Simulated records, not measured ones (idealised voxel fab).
The following process module bears the name voxel transistor to metal.
Pictured: cross-section cut, 270 nm wide, on a grid of 5 nm square cells.
We lay out every cross-section as a grid of square cells and spell it out in bands from the top down, where one band means one or more rows of cells.
For a band, the entry starts with two heights in nm, that of the top and then that of the bottom, and carries on with the band's materials in order from left to right, each alongside its width in nm; the word "everywhere" beside a single material means it fills the band edge to edge, and "air" means empty space.
For the purposes of this specification, 0 denotes the height below which the wafer in its as-received condition is composed wholly of one material, and the lowermost band, lacking a lower limit, extends downward without end, as expressed in "from 0 down".
Read "30->40" as a graded width: first number on top, second number at the bottom, same change between each pair of neighbouring rows.
Where a step carries "identical to before", the cross-section came out of it unchanged, cell for cell.
This entry, "Fully closed voids", enumerates those empty regions of no fewer than 8 cells that possess no open connection to the top. Each region is reported in the form width x height at distance, the distance being taken from the left edge, with all three quantities expressed in nm.
On a step's line, text after the settings is the simulator commenting on that step.
The setting "overlay nm" may be written on the line of a step. When the step uses a mask, the value reports how far to the right of the planned place the mask lay, and a negative value reports that it lay to the left.

## List of planned process steps
1. op RECEIVE | material Si
2. op OXIDIZE | depth nm 5
3. op CONFORMAL_DEP | material SiN | thk nm 15
4. op DIRECTIONAL_DEP | material aC | thk nm 10
5. op PATTERN | tone cover | mask id ACTIVE | material resist | width nm 105 | pitch nm 135 | thk nm 30 | overlay nm 0
6. op DIRECTIONAL_ETCH | etch materials aC | depth nm 10
7. op STRIP | etch materials resist
8. op DIRECTIONAL_ETCH | etch materials SiN | depth nm 15
9. op DIRECTIONAL_ETCH | etch materials SiO2 | depth nm 5
10. op DIRECTIONAL_ETCH | etch materials Si | depth nm 35
11. op STRIP | etch materials aC
12. op OXIDIZE | depth nm 5
13. op FILL_DEP | material SiO2 | thk nm 15
14. op CMP | height nm 15
15. op SELECTIVE_ETCH | etch materials SiO2 | depth nm 15
16. op STRIP | etch materials SiN
17. op SELECTIVE_ETCH | etch materials SiO2 | depth nm 5
18. op OXIDIZE | depth nm 5
19. op DIRECTIONAL_DEP | material polySi | thk nm 25
20. op DIRECTIONAL_DEP | material SiCN | thk nm 10
21. op PATTERN | tone cover | mask id GATE | material resist | width nm 25 | pitch nm 135 | thk nm 15 | overlay nm 0
22. op DIRECTIONAL_ETCH | etch materials SiCN | depth nm 20
23. op DIRECTIONAL_ETCH | etch materials polySi | depth nm 35
24. op STRIP | etch materials resist
25. op CONFORMAL_DEP | material SiO2 | thk nm 5
26. op DIRECTIONAL_ETCH | etch materials SiO2 | depth nm 5
27. op CONFORMAL_DEP | material SiN | thk nm 5
28. op DIRECTIONAL_ETCH | etch materials SiN | depth nm 5
29. op DIRECTIONAL_ETCH | etch materials SiO2 | depth nm 5
30. op DIRECTIONAL_ETCH | etch materials Si | depth nm 10
31. op EPI | material pSi | thk nm 15
32. op FILL_DEP | material SiO2 | thk nm 5
33. op CMP | height nm 30
34. op DIRECTIONAL_DEP | material SiO2 | thk nm 10
35. op MASKED_ETCH | tone open | mask id CONTACT | width nm 15 | etch materials SiO2 | depth nm 45 | overlay nm 0
36. op CONFORMAL_DEP | material TiN | thk nm 5
37. op FILL_DEP | material W | thk nm 10
38. op CMP | height nm 40
39. op DIRECTIONAL_DEP | material TiN | thk nm 5
40. op DIRECTIONAL_DEP | material W | thk nm 25
41. op PATTERN | tone cover | mask id METAL_1 | material resist | width nm 15 | thk nm 20 | overlay nm 0
42. op DIRECTIONAL_ETCH | etch materials W | depth nm 25
43. op DIRECTIONAL_ETCH | etch materials TiN | depth nm 5
44. op STRIP | etch materials resist
45. op CONFORMAL_DEP | material SiCN | thk nm 5
46. op FILL_DEP | material SiO2 | thk nm 5
47. op CMP | height nm 70
48. op CONFORMAL_DEP | material SiCN | thk nm 5

## Here's what the wafer looked like in cross-section when it arrived - that's after step 1
* from 0 down = Si everywhere
* Fully closed voids: none

## Starting structure and process plan are as shown above, but one mistake was made in running the module; the wafer cross-section at the end of the module follows
* from 75 to 70 = SiCN everywhere
* from 70 to 45 = SiO2: 15; SiCN: 5; W: 15; SiCN: 5; SiO2: 55; SiCN: 5; W: 15; SiCN: 5; SiO2: 30; SiCN: 5; W: 15; SiCN: 5; SiO2: 55; SiCN: 5; W: 15; SiCN: 5; SiO2: 15
* from 45 to 40 = SiCN: 20; TiN: 15; SiCN: 65; TiN: 15; SiCN: 40; TiN: 15; SiCN: 65; TiN: 15; SiCN: 20
* from 40 to 30 = SiO2: 20; TiN: 5; W: 5; TiN: 5; SiO2: 65; TiN: 5; W: 5; TiN: 5; SiO2: 40; TiN: 5; W: 5; TiN: 5; SiO2: 65; TiN: 5; W: 5; TiN: 5; SiO2: 20
* from 30 to 25 = SiO2: 20; TiN: 5; W: 5; TiN: 5; SiO2: 10; SiN: 5; SiO2: 5; SiCN: 25; SiO2: 5; SiN: 5; SiO2: 10; TiN: 5; W: 5; TiN: 5; SiO2: 40; TiN: 5; W: 5; TiN: 5; SiO2: 10; SiN: 5; SiO2: 5; SiCN: 25; SiO2: 5; SiN: 5; SiO2: 10; TiN: 5; W: 5; TiN: 5; SiO2: 20
* from 25 to 20 = SiO2: 20; TiN: 15; SiO2: 10; SiN: 5; SiO2: 5; SiCN: 25; SiO2: 5; SiN: 5; SiO2: 10; TiN: 15; SiO2: 40; TiN: 15; SiO2: 10; SiN: 5; SiO2: 5; SiCN: 25; SiO2: 5; SiN: 5; SiO2: 10; TiN: 15; SiO2: 20
* from 20 to 10 = SiO2: 15; pSi: 30; SiN: 5; SiO2: 5; polySi: 25; SiO2: 5; SiN: 5; pSi: 30; SiO2: 30; pSi: 30; SiN: 5; SiO2: 5; polySi: 25; SiO2: 5; SiN: 5; pSi: 30; SiO2: 15
* from 10 to -5 = pSi: 45; SiN: 5; SiO2: 5; polySi: 25; SiO2: 5; SiN: 5; pSi: 90; SiN: 5; SiO2: 5; polySi: 25; SiO2: 5; SiN: 5; pSi: 45
* from -5 to -10 = pSi: 45; SiO2: 45; pSi: 90; SiO2: 45; pSi: 45
* from -10 to -20 = SiO2: 20; pSi: 25; Si: 45; pSi: 25; SiO2: 40; pSi: 25; Si: 45; pSi: 25; SiO2: 20
* from -20 to -45 = SiO2: 20; Si: 95; SiO2: 40; Si: 95; SiO2: 20
* from -45 down = Si everywhere
* Fully closed voids: none
Against the plan, the run slipped here: step 31 of the plan was performed twice
